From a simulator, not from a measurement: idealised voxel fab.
Presented below is a process module, voxel released beams.
FYI the section here is cut, 255 nm wide, cells are 5 nm squares.
This document writes a cross-section as a grid whose cells are square, and gives it as bands, listed from the top down; one or more rows of cells form a band. Heads up on the band format: heights come first, top then bottom, in nm. After that it's the materials left to right, each with its width in nm. A single material flagged "full width" fills the whole band edge to edge, and "empty" means there's empty space there. Zero point of the height axis is 0; under it, received wafer = one material. Lowest band: continues down indefinitely, "top 0, no bottom". Graded width ("30..40"): value in top row of band = first number; value in bottom row = second number; row-to-row change constant. "no change" -> step changed no cross-section cell. Listed in "Non-vented voids": every empty space of 8 or more cells without an open way to the top. Form: width x height at distance, the distance being from the left edge, all in nm. The remark found on a step's line after its settings is issued by the simulator itself and pertains to that step. If you see "overlay nm" on a step's line and that step has a mask, it's telling you how far right of where it was planned the mask ended up; a negative number means it went left instead.
-- Intended process steps
1: RECEIVE [material Si]
2: CONFORMAL_DEP [material SiN] [thk nm 5]
3: DIRECTIONAL_DEP [material SiO2] [thk nm 20]
4: MASKED_ETCH [tone open] [mask id ANCHOR] [width nm 35] [etch materials SiO2] [depth nm 20] [overlay nm 0]
5: CONFORMAL_DEP [material W] [thk nm 10]
6: DIRECTIONAL_DEP [material aC] [thk nm 15]
7: PATTERN [tone cover] [mask id BEAM] [material resist] [width nm 85] [thk nm 30] [overlay nm 0]
8: DIRECTIONAL_ETCH [etch materials aC] [depth nm 15]
9: STRIP [etch materials resist]
10: DIRECTIONAL_ETCH [etch materials W] [depth nm 10]
11: STRIP [etch materials aC]
12: STRIP [etch materials SiO2]
-- Incoming wafer, cross-sectional view, post step 1
top 0, no bottom  Si full width
Non-vented voids: none
-- Post-module cross-section: identical start and plan to those above, one misstep in execution
top 35, bottom 25  85 empty; 10 W; 15 empty; 60 W; 85 empty
top 25, bottom 15  85 empty; 10 W; 15 empty; 10 W; 135 empty
top 15, bottom 5  85 empty; 35 W; 135 empty
top 5, bottom 0  SiN full width
top 0, no bottom  Si full width
Non-vented voids: none
What broke from the plan during processing? the process deviated at step 7: the operation and settings actually run there were PATTERN [tone cover] [mask id BEAM] [material resist] [width nm 85] [thk nm 30] [overlay nm 5]
